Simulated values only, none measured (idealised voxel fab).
process module | voxel ribs on slabs
cross-section cut | 145 nm wide | cells 5 nm
A cross-section is a grid of square cells, given in bands from the top down. A band is one or more rows of cells.
Each band's line starts with the height of the band's top and of its bottom, in nm. Then come its materials from left to right, each with its width in nm. One material with "throughout" fills the band from edge to edge. "air" is empty space.
Height 0 is the level under which the wafer as received is all one material. The lowest band goes on downwards, as in "0 down".
A width such as "30 to 40" changes by the same amount from each row of cells to the next, from the band's top row to its bottom row.
"no change" after a step means that no cell of the cross-section changed.
closed voids: empty space of 8 cells or more with no open way to the top, each as width x height at its distance from the left edge, in nm
after a step's settings: what the simulator itself notes on the step
overlay nm, on a step with a mask: how far to the right of its planned place the mask lay; to the left if negative
plan
1 op RECEIVE | material Si
2 op DIRECTIONAL_DEP | material SiO2 | thk nm 30
3 op DIRECTIONAL_DEP | material polySi | thk nm 25
4 op PATTERN | tone cover | mask id RIB | material resist | width nm 30 | thk nm 15 | overlay nm 0
5 op DIRECTIONAL_ETCH | etch materials polySi | depth nm 20
6 op STRIP | etch materials resist
7 op DIRECTIONAL_DEP | material aC | thk nm 10
8 op PATTERN | tone cover | mask id SLAB | material resist | width nm 80 | thk nm 30 | overlay nm 0
9 op DIRECTIONAL_ETCH | etch materials aC | depth nm 10
10 op STRIP | etch materials resist
11 op DIRECTIONAL_ETCH | etch materials polySi | depth nm 5
12 op STRIP | etch materials aC
13 op FILL_DEP | material SiO2 | thk nm 25
14 op CMP | height nm 70
15 op DIRECTIONAL_DEP | material W | thk nm 5
16 op MASKED_ETCH | tone cover | mask id HEATER | width nm 40 | etch materials W | depth nm 5 | overlay nm 0
17 op CONFORMAL_DEP | material SiN | thk nm 5
first wafer, as planned
as received, after step 1
  0 down: Si throughout
  closed voids: none
after step 2
  30 to 0: SiO2 throughout
  below 0: unchanged
after step 3
  55 to 30: polySi throughout
  below 30: unchanged
after step 4
  70 to 55: air 55 | resist 30 | air 60
  below 55: unchanged
after step 5
  70 to 55: air 55 | resist 30 | air 60
  55 to 35: air 55 | polySi 30 | air 60
  below 35: unchanged
after step 6
  55 to 35: air 55 | polySi 30 | air 60
  below 35: unchanged
after step 7
  65 to 55: air 55 | aC 30 | air 60
  55 to 45: air 55 | polySi 30 | air 60
  45 to 35: aC 55 | polySi 30 | aC 60
  below 35: unchanged
after step 8
  95 to 65: air 30 | resist 80 | air 35
  65 to 55: air 30 | resist 25 | aC 30 | resist 25 | air 35
  55 to 45: air 30 | resist 25 | polySi 30 | resist 25 | air 35
  below 45: unchanged
after step 9
  85 to 65: air 30 | resist 80 | air 35
  65 to 55: air 30 | resist 25 | aC 30 | resist 25 | air 35
  55 to 45: air 30 | resist 25 | polySi 30 | resist 25 | air 35
  45 to 35: air 30 | aC 25 | polySi 30 | aC 25 | air 35
  below 35: unchanged
after step 10
  65 to 55: air 55 | aC 30 | air 60
  55 to 45: air 55 | polySi 30 | air 60
  below 45: unchanged
after step 11
  65 to 55: air 55 | aC 30 | air 60
  55 to 45: air 55 | polySi 30 | air 60
  45 to 35: air 30 | aC 25 | polySi 30 | aC 25 | air 35
  35 to 30: air 30 | polySi 80 | air 35
  below 30: unchanged
after step 12
  55 to 35: air 55 | polySi 30 | air 60
  below 35: unchanged
after step 13
  80 to 55: SiO2 throughout
  55 to 35: SiO2 55 | polySi 30 | SiO2 60
  35 to 30: SiO2 30 | polySi 80 | SiO2 35
  below 30: unchanged
after step 14
  70 to 55: SiO2 throughout
  below 55: unchanged
after step 15
  75 to 70: W throughout
  below 70: unchanged
after step 16
  75 to 70: air 50 | W 40 | air 55
  below 70: unchanged
after step 17
  80 to 75: air 45 | SiN 50 | air 50
  75 to 70: SiN 50 | W 40 | SiN 55
  below 70: unchanged
second wafer: like start, like plan, one mistake. Through step 16 it matches the first wafer
when step 17 should have ended: no change
what went wrong: step 17 was left out
at the end the second wafer has, in cells: 31 fewer of SiN
